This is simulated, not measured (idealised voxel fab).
Process module in this document: voxel local oxidation
Shown is cross-section cut, with a width of 175 nm and square cells of size 5 nm.
Reading order for cross-sections: top band down to bottom band. Underlying form: a grid of square cells. Band size: one or more rows of cells.
It is stipulated that each band's entry specify, in nanometres, the height of the top of the band and then that of its bottom, followed by the materials of the band in left-to-right sequence, each together with its width in nanometres. A single material marked by the word "edge to edge" is understood to fill the band from edge to edge; the word "blank" is understood to denote empty space.
Convention: height 0 is the level below which the wafer, as received, is all one material. The lowest band does not terminate at the bottom but continues downward, represented as "0 down".
The two numbers in a width such as "30 to 40" mark its ends across the band: the first belongs to the top row of cells, the second to the bottom row, and from each row to the next the width moves by the same amount.
Given "left unchanged" for a step, no cell of the cross-section differs between before and after that step.
Voids not open to the top, 8 cells minimum: see "closed voids". Written width x height at distance; distance is from the left edge; nm.
Step line, after settings: the simulator's comment on this step.
A step's line can hold "overlay nm"; with a mask on that step, the setting says how far right of the planned place the mask lay, while a negative setting says it lay to the left.

Process steps (planned):
1: RECEIVE: material Si
2: OXIDIZE: depth nm 5
3: CONFORMAL_DEP: material SiN, thk nm 10
4: MASKED_ETCH: tone cover, mask id ACTIVE, width nm 115, etch materials SiN, depth nm 10, overlay nm 0
5: SELECTIVE_ETCH: etch materials SiO2, depth nm 5
6: OXIDIZE: depth nm 5
7: STRIP: etch materials SiN
Quick note for whoever runs this: the wafers start identical, but the depth nm at step 6 isn't the same across them. The plan just shows what the first wafer had.

Cross-section, first of several wafers, as delivered after step 1:
- 0 down  Si edge to edge
- closed voids: none

Where each wafer stands at the end of the module, a row apiece: cells of each material gained (+) or lost (-) since it was received, then closed voids:
depth nm 5, -51 Si, +37 SiO2, closed voids: none
depth nm 10, -71 Si, +57 SiO2, closed voids: none
depth nm 15, -95 Si, +81 SiO2, closed voids: none
depth nm 20, -123 Si, +109 SiO2, closed voids: none
depth nm 25, -155 Si, +141 SiO2, closed voids: none
depth nm 30, -191 Si, +177 SiO2, closed voids: none
